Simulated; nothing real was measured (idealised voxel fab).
Proc. module: voxel transistor to metal
Section shown: cut. Width: 275 nm. Cell size: 5 nm, square.
Cross-section = grid of square cells, listed top down in bands; band = one or more rows.
The entry gives the band's vertical extent as a top height and a bottom height in nm, then its horizontal make-up as materials from left to right, each with a width in nm. "blank" stands for empty space; a single material marked "edge to edge" fills the band edge to edge.
The reference from which all heights are counted is 0, the level beneath which the as-received wafer is entirely one material; the lowest band, having no lower bound, proceeds downward and is written after the example "top 0, no bottom".
Think of "30..40" as a width that walks from the first number to the second as you go down the band, top row to bottom row, taking equal-sized steps from row to row.
Step marked "stayed the same"? Then no cell in the cross-section changed in it.
"Enclosed void listing" contains a list of empty spaces, each no smaller than 8 cells and without an open way to the top, written in the form width x height at distance with the distance from the left edge and all three in nm.
Past the settings on a step's line: simulator remark, on that step.
overlay nm, on a step with a mask: how far to the right of its planned place the mask lay; to the left if negative
So the way this works: pairs, before and after one process step. The after picture only goes down to the lowest band that actually changed, nothing below. Step and its settings are under each pair. And watch out, pairs might come from different runs of this module, same starting wafer though, so a pair only follows on from the one above if its "Before the step" entry tells you so.

# Before the step
> top 135, bottom 120 | aC 45 nm, blank 15 nm, aC 95 nm, blank 15 nm, aC 105 nm
> top 120, bottom 105 | SiO2 45 nm, blank 15 nm, SiO2 95 nm, blank 15 nm, SiO2 105 nm
> top 105, bottom 90 | SiO2 edge to edge
> top 90, bottom 85 | SiCN edge to edge
> top 85, bottom 60 | SiO2 40 nm, SiCN 5 nm, Ru 15 nm, SiCN 5 nm, SiO2 35 nm, SiCN 5 nm, Ru 15 nm, SiCN 5 nm, SiO2 25 nm, SiCN 5 nm, Ru 15 nm, SiCN 5 nm, SiO2 35 nm, SiCN 5 nm, Ru 15 nm, SiCN 5 nm, SiO2 40 nm
> top 60, bottom 55 | SiCN 45 nm, TiN 15 nm, SiCN 45 nm, TiN 15 nm, SiCN 35 nm, TiN 15 nm, SiCN 45 nm, TiN 15 nm, SiCN 45 nm
> top 55, bottom 45 | SiO2 45 nm, TiN 5 nm, W 15 nm, TiN 5 nm, SiO2 25 nm, TiN 5 nm, W 15 nm, TiN 5 nm, SiO2 35 nm, TiN 5 nm, W 15 nm, TiN 5 nm, SiO2 25 nm, TiN 5 nm, W 15 nm, TiN 5 nm, SiO2 45 nm
> top 45, bottom 40 | SiO2 45 nm, TiN 5 nm, W 10 nm, TiN 10 nm, SiO2 25 nm, TiN 10 nm, W 10 nm, TiN 5 nm, SiO2 35 nm, TiN 5 nm, W 10 nm, TiN 10 nm, SiO2 25 nm, TiN 10 nm, W 10 nm, TiN 5 nm, SiO2 45 nm
> top 40, bottom 30 | SiO2 45 nm, TiN 5 nm, W 10 nm, TiN 5 nm, SiN 10 nm, SiCN 15 nm, SiN 10 nm, TiN 5 nm, W 10 nm, TiN 5 nm, SiO2 35 nm, TiN 5 nm, W 10 nm, TiN 5 nm, SiN 10 nm, SiCN 15 nm, SiN 10 nm, TiN 5 nm, W 10 nm, TiN 5 nm, SiO2 45 nm
> top 30, bottom 20 | SiO2 45 nm, TiN 5 nm, W 10 nm, TiN 5 nm, SiN 10 nm, polySi 15 nm, SiN 10 nm, TiN 5 nm, W 10 nm, TiN 5 nm, SiO2 35 nm, TiN 5 nm, W 10 nm, TiN 5 nm, SiN 10 nm, polySi 15 nm, SiN 10 nm, TiN 5 nm, W 10 nm, TiN 5 nm, SiO2 45 nm
> top 20, bottom 15 | SiO2 45 nm, TiN 20 nm, SiN 10 nm, polySi 15 nm, SiN 10 nm, TiN 20 nm, SiO2 35 nm, TiN 20 nm, SiN 10 nm, polySi 15 nm, SiN 10 nm, TiN 20 nm, SiO2 45 nm
> top 15, bottom 5 | SiO2 35 nm, nSi 30 nm, SiN 10 nm, polySi 15 nm, SiN 10 nm, nSi 30 nm, SiO2 15 nm, nSi 30 nm, SiN 10 nm, polySi 15 nm, SiN 10 nm, nSi 30 nm, SiO2 35 nm
> top 5, bottom 0 | SiO2 35 nm, SiN 10 nm, nSi 20 nm, SiN 10 nm, polySi 15 nm, SiN 10 nm, nSi 20 nm, SiN 10 nm, SiO2 15 nm, SiN 10 nm, nSi 20 nm, SiN 10 nm, polySi 15 nm, SiN 10 nm, nSi 20 nm, SiN 10 nm, SiO2 35 nm
> top 0, bottom -5 | SiO2 45 nm, nSi 20 nm, SiO2 35 nm, nSi 20 nm, SiO2 35 nm, nSi 20 nm, SiO2 35 nm, nSi 20 nm, SiO2 45 nm
> top -5, bottom -20 | SiO2 40 nm, Si 5 nm, nSi 20 nm, Si 35 nm, nSi 20 nm, Si 5 nm, SiO2 25 nm, Si 5 nm, nSi 20 nm, Si 35 nm, nSi 20 nm, Si 5 nm, SiO2 40 nm
> top -20, bottom -25 | SiO2 40 nm, Si 85 nm, SiO2 25 nm, Si 85 nm, SiO2 40 nm
> top -25, no bottom | Si edge to edge
> Enclosed void listing: none

# after
> top 120, bottom 105 | SiO2 45 nm, blank 15 nm, SiO2 95 nm, blank 15 nm, SiO2 105 nm
> For the remainder of the cross-section, below 105, there is no change.
> Enclosed void listing: none
Step, before to after (see cross-sections above): STRIP (etch materials aC)

Before the step: unchanged from the after cross-section in the pair immediately above; refer to that figure.

# after
> top 135, bottom 120 | aC 45 nm, blank 15 nm, aC 95 nm, blank 15 nm, aC 105 nm
> top 120, bottom 105 | SiO2 45 nm, aC 15 nm, SiO2 95 nm, aC 15 nm, SiO2 105 nm
> For the remainder of the cross-section, below 105, there is no change.
> Enclosed void listing: none
Step, before to after (see cross-sections above): DIRECTIONAL_DEP (material aC; thk nm 15)

Before the step: unchanged from the after cross-section in the pair immediately above; refer to that figure.

# after
> top 170, bottom 135 | resist 45 nm, blank 15 nm, resist 95 nm, blank 15 nm, resist 105 nm
> For the remainder of the cross-section, below 135, there is no change.
> Enclosed void listing: none
Step, before to after (see cross-sections above): PATTERN (tone open; mask id METAL_2_HOLES; material resist; width nm 15; pitch nm 110; thk nm 35; overlay nm 0)

Before the step: unchanged from the after cross-section in the pair immediately above; refer to that figure.

# after
> top 155, bottom 135 | resist 45 nm, blank 15 nm, resist 95 nm, blank 15 nm, resist 105 nm
> top 135, bottom 120 | aC 45 nm, blank 15 nm, aC 95 nm, blank 15 nm, aC 105 nm
> top 120, bottom 105 | SiO2 45 nm, blank 15 nm, SiO2 95 nm, blank 15 nm, SiO2 105 nm
> For the remainder of the cross-section, below 105, there is no change.
> Enclosed void listing: none
Step, before to after (see cross-sections above): DIRECTIONAL_ETCH (etch materials aC; depth nm 15)

Before the step: unchanged from the after cross-section in the pair immediately above; refer to that figure.

# after
> top 135, bottom 120 | aC 45 nm, blank 15 nm, aC 95 nm, blank 15 nm, aC 105 nm
> For the remainder of the cross-section, below 120, there is no change.
> Enclosed void listing: none
Step, before to after (see cross-sections above): STRIP (etch materials resist)

Before the step: unchanged from the after cross-section in the pair immediately above; refer to that figure.

# after
> top 135, bottom 120 | aC 45 nm, blank 15 nm, aC 95 nm, blank 15 nm, aC 105 nm
> top 120, bottom 90 | SiO2 45 nm, blank 15 nm, SiO2 95 nm, blank 15 nm, SiO2 105 nm
> For the remainder of the cross-section, below 90, there is no change.
> Enclosed void listing: none
Step, before to after (see cross-sections above): DIRECTIONAL_ETCH (etch materials SiO2; depth nm 15)

Before the step: unchanged from the after cross-section in the pair immediately above; refer to that figure.

# after
> top 135, bottom 120 | aC 45 nm, blank 15 nm, aC 95 nm, blank 15 nm, aC 105 nm
> top 120, bottom 90 | SiO2 45 nm, blank 15 nm, SiO2 95 nm, blank 15 nm, SiO2 105 nm
> top 90, bottom 85 | SiCN 45 nm, blank 15 nm, SiCN 95 nm, blank 15 nm, SiCN 105 nm
> For the remainder of the cross-section, below 85, there is no change.
> Enclosed void listing: none
Step, before to after (see cross-sections above): DIRECTIONAL_ETCH (etch materials SiCN; depth nm 5)

Before the step: unchanged from the after cross-section in the pair immediately above; refer to that figure.

# after
> top 120, bottom 90 | SiO2 45 nm, blank 15 nm, SiO2 95 nm, blank 15 nm, SiO2 105 nm
> For the remainder of the cross-section, below 90, there is no change.
> Enclosed void listing: none
Step, before to after (see cross-sections above): STRIP (etch materials aC)

Before the step: unchanged from the after cross-section in the pair immediately above; refer to that figure.

# after
> top 125, bottom 120 | TiN 50 nm, blank 5 nm, TiN 105 nm, blank 5 nm, TiN 110 nm
> top 120, bottom 90 | SiO2 45 nm, TiN 5 nm, blank 5 nm, TiN 5 nm, SiO2 95 nm, TiN 5 nm, blank 5 nm, TiN 5 nm, SiO2 105 nm
> top 90, bottom 85 | SiCN 45 nm, TiN 15 nm, SiCN 95 nm, TiN 15 nm, SiCN 105 nm
> For the remainder of the cross-section, below 85, there is no change.
> Enclosed void listing: none
Step, before to after (see cross-sections above): CONFORMAL_DEP (material TiN; thk nm 5)

Before the step: unchanged from the after cross-section in the pair immediately above; refer to that figure.

# after
> top 130, bottom 125 | Ru edge to edge
> top 125, bottom 120 | TiN 50 nm, Ru 5 nm, TiN 105 nm, Ru 5 nm, TiN 110 nm
> top 120, bottom 90 | SiO2 45 nm, TiN 5 nm, Ru 5 nm, TiN 5 nm, SiO2 95 nm, TiN 5 nm, Ru 5 nm, TiN 5 nm, SiO2 105 nm
> For the remainder of the cross-section, below 90, there is no change.
> Enclosed void listing: none
Step, before to after (see cross-sections above): FILL_DEP (material Ru; thk nm 5)

Before the step: unchanged from the after cross-section in the pair immediately above; refer to that figure.

# after
> top 120, bottom 90 | SiO2 45 nm, TiN 5 nm, Ru 5 nm, TiN 5 nm, SiO2 95 nm, TiN 5 nm, Ru 5 nm, TiN 5 nm, SiO2 105 nm
> For the remainder of the cross-section, below 90, there is no change.
> Enclosed void listing: none
Step, before to after (see cross-sections above): CMP (height nm 120)

Before the step: unchanged from the after cross-section in the pair immediately above; refer to that figure.

# after
> top 125, bottom 120 | SiCN edge to edge
> For the remainder of the cross-section, below 120, there is no change.
> Enclosed void listing: none
Step, before to after (see cross-sections above): CONFORMAL_DEP (material SiCN; thk nm 5)

# Before the step
> top 0, no bottom | Si edge to edge
> Enclosed void listing: none

# after
> top 10, bottom 0 | SiN edge to edge
> For the remainder of the cross-section, below 0, there is no change.
> Enclosed void listing: none
Step, before to after (see cross-sections above): CONFORMAL_DEP (material SiN; thk nm 10)

Before the step: unchanged from the after cross-section in the pair immediately above; refer to that figure.

# after
> top 25, bottom 10 | aC edge to edge
> For the remainder of the cross-section, below 10, there is no change.
> Enclosed void listing: none
Step, before to after (see cross-sections above): DIRECTIONAL_DEP (material aC; thk nm 15)

Before the step: unchanged from the after cross-section in the pair immediately above; refer to that figure.

# after
> top 60, bottom 25 | blank 40 nm, resist 85 nm, blank 25 nm, resist 85 nm, blank 40 nm
> For the remainder of the cross-section, below 25, there is no change.
> Enclosed void listing: none
Step, before to after (see cross-sections above): PATTERN (tone cover; mask id ACTIVE; material resist; width nm 85; pitch nm 110; thk nm 35; overlay nm 0)

Before the step: unchanged from the after cross-section in the pair immediately above; refer to that figure.

# after
> top 45, bottom 25 | blank 40 nm, resist 85 nm, blank 25 nm, resist 85 nm, blank 40 nm
> top 25, bottom 10 | blank 40 nm, aC 85 nm, blank 25 nm, aC 85 nm, blank 40 nm
> For the remainder of the cross-section, below 10, there is no change.
> Enclosed void listing: none
Step, before to after (see cross-sections above): DIRECTIONAL_ETCH (etch materials aC; depth nm 15)

Before the step: unchanged from the after cross-section in the pair immediately above; refer to that figure.

# after
> top 25, bottom 10 | blank 40 nm, aC 85 nm, blank 25 nm, aC 85 nm, blank 40 nm
> For the remainder of the cross-section, below 10, there is no change.
> Enclosed void listing: none
Step, before to after (see cross-sections above): STRIP (etch materials resist)

Before the step: unchanged from the after cross-section in the pair immediately above; refer to that figure.

# after
> top 25, bottom 10 | blank 40 nm, aC 85 nm, blank 25 nm, aC 85 nm, blank 40 nm
> top 10, bottom 0 | blank 40 nm, SiN 85 nm, blank 25 nm, SiN 85 nm, blank 40 nm
> For the remainder of the cross-section, below 0, there is no change.
> Enclosed void listing: none
Step, before to after (see cross-sections above): DIRECTIONAL_ETCH (etch materials SiN; depth nm 10)

Before the step: unchanged from the after cross-section in the pair immediately above; refer to that figure.

# after
> top 25, bottom 10 | blank 40 nm, aC 85 nm, blank 25 nm, aC 85 nm, blank 40 nm
> top 10, bottom 0 | blank 40 nm, SiN 85 nm, blank 25 nm, SiN 85 nm, blank 40 nm
> top 0, bottom -25 | blank 40 nm, Si 85 nm, blank 25 nm, Si 85 nm, blank 40 nm
> For the remainder of the cross-section, below -25, there is no change.
> Enclosed void listing: none
Step, before to after (see cross-sections above): DIRECTIONAL_ETCH (etch materials Si; depth nm 25)

Before the step: unchanged from the after cross-section in the pair immediately above; refer to that figure.

# after
> top 10, bottom 0 | blank 40 nm, SiN 85 nm, blank 25 nm, SiN 85 nm, blank 40 nm
> For the remainder of the cross-section, below 0, there is no change.
> Enclosed void listing: none
Step, before to after (see cross-sections above): STRIP (etch materials aC)

Before the step: unchanged from the after cross-section in the pair immediately above; refer to that figure.

# after
> top 15, bottom 10 | SiO2 edge to edge
> top 10, bottom 0 | SiO2 40 nm, SiN 85 nm, SiO2 25 nm, SiN 85 nm, SiO2 40 nm
> top 0, bottom -25 | SiO2 40 nm, Si 85 nm, SiO2 25 nm, Si 85 nm, SiO2 40 nm
> For the remainder of the cross-section, below -25, there is no change.
> Enclosed void listing: none
Step, before to after (see cross-sections above): FILL_DEP (material SiO2; thk nm 5)

Before the step: unchanged from the after cross-section in the pair immediately above; refer to that figure.

# after
> top 10, bottom 0 | SiO2 40 nm, SiN 85 nm, SiO2 25 nm, SiN 85 nm, SiO2 40 nm
> For the remainder of the cross-section, below 0, there is no change.
> Enclosed void listing: none
Step, before to after (see cross-sections above): SELECTIVE_ETCH (etch materials SiO2; depth nm 5)

Before the step: unchanged from the after cross-section in the pair immediately above; refer to that figure.

# after
> top 10, bottom 0 | SiO2 40 nm, blank 85 nm, SiO2 25 nm, blank 85 nm, SiO2 40 nm
> For the remainder of the cross-section, below 0, there is no change.
> Enclosed void listing: none
Step, before to after (see cross-sections above): STRIP (etch materials SiN)

Before the step: unchanged from the after cross-section in the pair immediately above; refer to that figure.

# after
> top 5, bottom 0 | SiO2 35 nm, blank 95 nm, SiO2 15 nm, blank 95 nm, SiO2 35 nm
> top 0, bottom -5 | SiO2 35 nm, blank 5 nm, Si 85 nm, blank 5 nm, SiO2 15 nm, blank 5 nm, Si 85 nm, blank 5 nm, SiO2 35 nm
> For the remainder of the cross-section, below -5, there is no change.
> Enclosed void listing: none
Step, before to after (see cross-sections above): SELECTIVE_ETCH (etch materials SiO2; depth nm 5)

Before the step: unchanged from the after cross-section in the pair immediately above; refer to that figure.

# after
> top 5, bottom 0 | SiO2 35 nm, blank 95 nm, SiO2 15 nm, blank 95 nm, SiO2 35 nm
> top 0, bottom -5 | SiO2 35 nm, blank 5 nm, SiO2 85 nm, blank 5 nm, SiO2 15 nm, blank 5 nm, SiO2 85 nm, blank 5 nm, SiO2 35 nm
> top -5, bottom -10 | SiO2 45 nm, Si 75 nm, SiO2 35 nm, Si 75 nm, SiO2 45 nm
> For the remainder of the cross-section, below -10, there is no change.
> Enclosed void listing: none
Step, before to after (see cross-sections above): OXIDIZE (depth nm 5)

Before the step: unchanged from the after cross-section in the pair immediately above; refer to that figure.

# after
> top 35, bottom 30 | polySi 35 nm, blank 95 nm, polySi 15 nm, blank 95 nm, polySi 35 nm
> top 30, bottom 25 | polySi 35 nm, blank 5 nm, polySi 85 nm, blank 5 nm, polySi 15 nm, blank 5 nm, polySi 85 nm, blank 5 nm, polySi 35 nm
> top 25, bottom 5 | polySi edge to edge
> top 5, bottom 0 | SiO2 35 nm, polySi 95 nm, SiO2 15 nm, polySi 95 nm, SiO2 35 nm
> top 0, bottom -5 | SiO2 35 nm, polySi 5 nm, SiO2 85 nm, polySi 5 nm, SiO2 15 nm, polySi 5 nm, SiO2 85 nm, polySi 5 nm, SiO2 35 nm
> For the remainder of the cross-section, below -5, there is no change.
> Enclosed void listing: none
Step, before to after (see cross-sections above): DIRECTIONAL_DEP (material polySi; thk nm 30)

Before the step: unchanged from the after cross-section in the pair immediately above; refer to that figure.

# after
> top 45, bottom 40 | SiCN 35 nm, blank 95 nm, SiCN 15 nm, blank 95 nm, SiCN 35 nm
> top 40, bottom 35 | SiCN 35 nm, blank 5 nm, SiCN 85 nm, blank 5 nm, SiCN 15 nm, blank 5 nm, SiCN 85 nm, blank 5 nm, SiCN 35 nm
> top 35, bottom 30 | polySi 35 nm, SiCN 95 nm, polySi 15 nm, SiCN 95 nm, polySi 35 nm
> top 30, bottom 25 | polySi 35 nm, SiCN 5 nm, polySi 85 nm, SiCN 5 nm, polySi 15 nm, SiCN 5 nm, polySi 85 nm, SiCN 5 nm, polySi 35 nm
> For the remainder of the cross-section, below 25, there is no change.
> Enclosed void listing: none
Step, before to after (see cross-sections above): DIRECTIONAL_DEP (material SiCN; thk nm 10)

Before the step: unchanged from the after cross-section in the pair immediately above; refer to that figure.

# after
> top 40, bottom 35 | blank 75 nm, SiCN 15 nm, blank 95 nm, SiCN 15 nm, blank 75 nm
> top 35, bottom 30 | polySi 35 nm, blank 40 nm, SiCN 15 nm, blank 40 nm, polySi 15 nm, blank 40 nm, SiCN 15 nm, blank 40 nm, polySi 35 nm
> top 30, bottom 25 | polySi 35 nm, blank 5 nm, polySi 85 nm, blank 5 nm, polySi 15 nm, blank 5 nm, polySi 85 nm, blank 5 nm, polySi 35 nm
> For the remainder of the cross-section, below 25, there is no change.
> Enclosed void listing: none
Step, before to after (see cross-sections above): MASKED_ETCH (tone cover; mask id GATE; width nm 15; pitch nm 110; etch materials SiCN; depth nm 20; overlay nm 0)

Before the step: unchanged from the after cross-section in the pair immediately above; refer to that figure.

# after
> top 40, bottom 30 | blank 75 nm, SiCN 15 nm, blank 95 nm, SiCN 15 nm, blank 75 nm
> top 30, bottom 5 | blank 75 nm, polySi 15 nm, blank 95 nm, polySi 15 nm, blank 75 nm
> top 5, bottom 0 | SiO2 35 nm, blank 40 nm, polySi 15 nm, blank 40 nm, SiO2 15 nm, blank 40 nm, polySi 15 nm, blank 40 nm, SiO2 35 nm
> top 0, bottom -5 | SiO2 35 nm, blank 5 nm, SiO2 85 nm, blank 5 nm, SiO2 15 nm, blank 5 nm, SiO2 85 nm, blank 5 nm, SiO2 35 nm
> For the remainder of the cross-section, below -5, there is no change.
> Enclosed void listing: none
Step, before to after (see cross-sections above): MASKED_ETCH (tone cover; mask id GATE; width nm 15; pitch nm 110; etch materials polySi; depth nm 40; overlay nm 0)

Before the step: unchanged from the after cross-section in the pair immediately above; refer to that figure.

# after
> top 50, bottom 40 | blank 65 nm, SiN 35 nm, blank 75 nm, SiN 35 nm, blank 65 nm
> top 40, bottom 30 | blank 65 nm, SiN 10 nm, SiCN 15 nm, SiN 10 nm, blank 75 nm, SiN 10 nm, SiCN 15 nm, SiN 10 nm, blank 65 nm
> top 30, bottom 15 | blank 65 nm, SiN 10 nm, polySi 15 nm, SiN 10 nm, blank 75 nm, SiN 10 nm, polySi 15 nm, SiN 10 nm, blank 65 nm
> top 15, bottom 10 | SiN 45 nm, blank 20 nm, SiN 10 nm, polySi 15 nm, SiN 10 nm, blank 20 nm, SiN 35 nm, blank 20 nm, SiN 10 nm, polySi 15 nm, SiN 10 nm, blank 20 nm, SiN 45 nm
> top 10, bottom 5 | SiN 75 nm, polySi 15 nm, SiN 95 nm, polySi 15 nm, SiN 75 nm
> top 5, bottom 0 | SiO2 35 nm, SiN 40 nm, polySi 15 nm, SiN 40 nm, SiO2 15 nm, SiN 40 nm, polySi 15 nm, SiN 40 nm, SiO2 35 nm
> top 0, bottom -5 | SiO2 35 nm, SiN 5 nm, SiO2 85 nm, SiN 5 nm, SiO2 15 nm, SiN 5 nm, SiO2 85 nm, SiN 5 nm, SiO2 35 nm
> For the remainder of the cross-section, below -5, there is no change.
> Enclosed void listing: none
Step, before to after (see cross-sections above): CONFORMAL_DEP (material SiN; thk nm 10)

Before the step: unchanged from the after cross-section in the pair immediately above; refer to that figure.

# after
> top 40, bottom 30 | blank 65 nm, SiN 10 nm, SiCN 15 nm, SiN 10 nm, blank 75 nm, SiN 10 nm, SiCN 15 nm, SiN 10 nm, blank 65 nm
> top 30, bottom 5 | blank 65 nm, SiN 10 nm, polySi 15 nm, SiN 10 nm, blank 75 nm, SiN 10 nm, polySi 15 nm, SiN 10 nm, blank 65 nm
> top 5, bottom 0 | SiO2 35 nm, SiN 10 nm, blank 20 nm, SiN 10 nm, polySi 15 nm, SiN 10 nm, blank 20 nm, SiN 10 nm, SiO2 15 nm, SiN 10 nm, blank 20 nm, SiN 10 nm, polySi 15 nm, SiN 10 nm, blank 20 nm, SiN 10 nm, SiO2 35 nm
> For the remainder of the cross-section, below 0, there is no change.
> Enclosed void listing: none
Step, before to after (see cross-sections above): DIRECTIONAL_ETCH (etch materials SiN; depth nm 10)

Before the step: unchanged from the after cross-section in the pair immediately above; refer to that figure.

# after
> top 40, bottom 30 | blank 65 nm, SiN 10 nm, SiCN 15 nm, SiN 10 nm, blank 75 nm, SiN 10 nm, SiCN 15 nm, SiN 10 nm, blank 65 nm
> top 30, bottom 5 | blank 65 nm, SiN 10 nm, polySi 15 nm, SiN 10 nm, blank 75 nm, SiN 10 nm, polySi 15 nm, SiN 10 nm, blank 65 nm
> top 5, bottom 0 | blank 35 nm, SiN 10 nm, blank 20 nm, SiN 10 nm, polySi 15 nm, SiN 10 nm, blank 20 nm, SiN 10 nm, blank 15 nm, SiN 10 nm, blank 20 nm, SiN 10 nm, polySi 15 nm, SiN 10 nm, blank 20 nm, SiN 10 nm, blank 35 nm
> top 0, bottom -5 | SiO2 35 nm, SiN 5 nm, SiO2 5 nm, blank 20 nm, SiO2 35 nm, blank 20 nm, SiO2 5 nm, SiN 5 nm, SiO2 15 nm, SiN 5 nm, SiO2 5 nm, blank 20 nm, SiO2 35 nm, blank 20 nm, SiO2 5 nm, SiN 5 nm, SiO2 35 nm
> For the remainder of the cross-section, below -5, there is no change.
> Enclosed void listing: none
Step, before to after (see cross-sections above): DIRECTIONAL_ETCH (etch materials SiO2; depth nm 5)

Before the step: unchanged from the after cross-section in the pair immediately above; refer to that figure.

# after
> top 40, bottom 30 | blank 65 nm, SiN 10 nm, SiCN 15 nm, SiN 10 nm, blank 75 nm, SiN 10 nm, SiCN 15 nm, SiN 10 nm, blank 65 nm
> top 30, bottom 5 | blank 65 nm, SiN 10 nm, polySi 15 nm, SiN 10 nm, blank 75 nm, SiN 10 nm, polySi 15 nm, SiN 10 nm, blank 65 nm
> top 5, bottom 0 | blank 35 nm, SiN 10 nm, blank 20 nm, SiN 10 nm, polySi 15 nm, SiN 10 nm, blank 20 nm, SiN 10 nm, blank 15 nm, SiN 10 nm, blank 20 nm, SiN 10 nm, polySi 15 nm, SiN 10 nm, blank 20 nm, SiN 10 nm, blank 35 nm
> top 0, bottom -5 | SiO2 35 nm, SiN 5 nm, SiO2 5 nm, blank 20 nm, SiO2 35 nm, blank 20 nm, SiO2 5 nm, SiN 5 nm, SiO2 15 nm, SiN 5 nm, SiO2 5 nm, blank 20 nm, SiO2 35 nm, blank 20 nm, SiO2 5 nm, SiN 5 nm, SiO2 35 nm
> top -5, bottom -10 | SiO2 45 nm, blank 20 nm, Si 35 nm, blank 20 nm, SiO2 35 nm, blank 20 nm, Si 35 nm, blank 20 nm, SiO2 45 nm
> top -10, bottom -20 | SiO2 40 nm, Si 5 nm, blank 20 nm, Si 35 nm, blank 20 nm, Si 5 nm, SiO2 25 nm, Si 5 nm, blank 20 nm, Si 35 nm, blank 20 nm, Si 5 nm, SiO2 40 nm
> For the remainder of the cross-section, below -20, there is no change.
> Enclosed void listing: none
Step, before to after (see cross-sections above): DIRECTIONAL_ETCH (etch materials Si; depth nm 15)

Before the step: unchanged from the after cross-section in the pair immediately above; refer to that figure.

# after
> top 40, bottom 30 | blank 65 nm, SiN 10 nm, SiCN 15 nm, SiN 10 nm, blank 75 nm, SiN 10 nm, SiCN 15 nm, SiN 10 nm, blank 65 nm
> top 30, bottom 15 | blank 65 nm, SiN 10 nm, polySi 15 nm, SiN 10 nm, blank 75 nm, SiN 10 nm, polySi 15 nm, SiN 10 nm, blank 65 nm
> top 15, bottom 5 | blank 45..40 nm, nSi 20..25 nm, SiN 10 nm, polySi 15 nm, SiN 10 nm, nSi 20..25 nm, blank 35..25 nm, nSi 20..25 nm, SiN 10 nm, polySi 15 nm, SiN 10 nm, nSi 20..25 nm, blank 45..40 nm
> top 5, bottom 0 | blank 35 nm, SiN 10 nm, nSi 20 nm, SiN 10 nm, polySi 15 nm, SiN 10 nm, nSi 20 nm, SiN 10 nm, blank 15 nm, SiN 10 nm, nSi 20 nm, SiN 10 nm, polySi 15 nm, SiN 10 nm, nSi 20 nm, SiN 10 nm, blank 35 nm
> top 0, bottom -5 | SiO2 35 nm, SiN 5 nm, SiO2 5 nm, nSi 20 nm, SiO2 35 nm, nSi 20 nm, SiO2 5 nm, SiN 5 nm, SiO2 15 nm, SiN 5 nm, SiO2 5 nm, nSi 20 nm, SiO2 35 nm, nSi 20 nm, SiO2 5 nm, SiN 5 nm, SiO2 35 nm
> top -5, bottom -10 | SiO2 45 nm, nSi 20 nm, Si 35 nm, nSi 20 nm, SiO2 35 nm, nSi 20 nm, Si 35 nm, nSi 20 nm, SiO2 45 nm
> top -10, bottom -20 | SiO2 40 nm, Si 5 nm, nSi 20 nm, Si 35 nm, nSi 20 nm, Si 5 nm, SiO2 25 nm, Si 5 nm, nSi 20 nm, Si 35 nm, nSi 20 nm, Si 5 nm, SiO2 40 nm
> For the remainder of the cross-section, below -20, there is no change.
> Enclosed void listing: none
Step, before to after (see cross-sections above): EPI (material nSi; thk nm 20)

Before the step: unchanged from the after cross-section in the pair immediately above; refer to that figure.

# after
> top 50, bottom 40 | SiO2 edge to edge
> top 40, bottom 30 | SiO2 65 nm, SiN 10 nm, SiCN 15 nm, SiN 10 nm, SiO2 75 nm, SiN 10 nm, SiCN 15 nm, SiN 10 nm, SiO2 65 nm
> top 30, bottom 15 | SiO2 65 nm, SiN 10 nm, polySi 15 nm, SiN 10 nm, SiO2 75 nm, SiN 10 nm, polySi 15 nm, SiN 10 nm, SiO2 65 nm
> top 15, bottom 5 | SiO2 45..40 nm, nSi 20..25 nm, SiN 10 nm, polySi 15 nm, SiN 10 nm, nSi 20..25 nm, SiO2 35..25 nm, nSi 20..25 nm, SiN 10 nm, polySi 15 nm, SiN 10 nm, nSi 20..25 nm, SiO2 45..40 nm
> top 5, bottom 0 | SiO2 35 nm, SiN 10 nm, nSi 20 nm, SiN 10 nm, polySi 15 nm, SiN 10 nm, nSi 20 nm, SiN 10 nm, SiO2 15 nm, SiN 10 nm, nSi 20 nm, SiN 10 nm, polySi 15 nm, SiN 10 nm, nSi 20 nm, SiN 10 nm, SiO2 35 nm
> For the remainder of the cross-section, below 0, there is no change.
> Enclosed void listing: none
Step, before to after (see cross-sections above): FILL_DEP (material SiO2; thk nm 10)

Before the step: unchanged from the after cross-section in the pair immediately above; refer to that figure.

# after
> top 40, bottom 30 | SiO2 65 nm, SiN 10 nm, SiCN 15 nm, SiN 10 nm, SiO2 75 nm, SiN 10 nm, SiCN 15 nm, SiN 10 nm, SiO2 65 nm
> For the remainder of the cross-section, below 30, there is no change.
> Enclosed void listing: none
Step, before to after (see cross-sections above): CMP (height nm 40)

Before the step: unchanged from the after cross-section in the pair immediately above; refer to that figure.

# after
> top 55, bottom 40 | SiO2 edge to edge
> For the remainder of the cross-section, below 40, there is no change.
> Enclosed void listing: none
Step, before to after (see cross-sections above): DIRECTIONAL_DEP (material SiO2; thk nm 15)

Before the step: unchanged from the after cross-section in the pair immediately above; refer to that figure.

# after
> top 75, bottom 55 | resist 45 nm, blank 25 nm, resist 25 nm, blank 25 nm, resist 35 nm, blank 25 nm, resist 25 nm, blank 25 nm, resist 45 nm
> For the remainder of the cross-section, below 55, there is no change.
> Enclosed void listing: none
Step, before to after (see cross-sections above): PATTERN (tone open; mask id CONTACT; material resist; width nm 25; thk nm 20; overlay nm 0)

Before the step: unchanged from the after cross-section in the pair immediately above; refer to that figure.

# after
> top 75, bottom 55 | resist 45 nm, blank 25 nm, resist 25 nm, blank 25 nm, resist 35 nm, blank 25 nm, resist 25 nm, blank 25 nm, resist 45 nm
> top 55, bottom 40 | SiO2 45 nm, blank 25 nm, SiO2 25 nm, blank 25 nm, SiO2 35 nm, blank 25 nm, SiO2 25 nm, blank 25 nm, SiO2 45 nm
> top 40, bottom 30 | SiO2 45 nm, blank 20 nm, SiN 10 nm, SiCN 15 nm, SiN 10 nm, blank 20 nm, SiO2 35 nm, blank 20 nm, SiN 10 nm, SiCN 15 nm, SiN 10 nm, blank 20 nm, SiO2 45 nm
> top 30, bottom 15 | SiO2 45 nm, blank 20 nm, SiN 10 nm, polySi 15 nm, SiN 10 nm, blank 20 nm, SiO2 35 nm, blank 20 nm, SiN 10 nm, polySi 15 nm, SiN 10 nm, blank 20 nm, SiO2 45 nm
> For the remainder of the cross-section, below 15, there is no change.
> Enclosed void listing: none
Step, before to after (see cross-sections above): DIRECTIONAL_ETCH (etch materials SiO2; depth nm 40)

Before the step: unchanged from the after cross-section in the pair immediately above; refer to that figure.

# after
> top 55, bottom 40 | SiO2 45 nm, blank 25 nm, SiO2 25 nm, blank 25 nm, SiO2 35 nm, blank 25 nm, SiO2 25 nm, blank 25 nm, SiO2 45 nm
> For the remainder of the cross-section, below 40, there is no change.
> Enclosed void listing: none
Step, before to after (see cross-sections above): STRIP (etch materials resist)
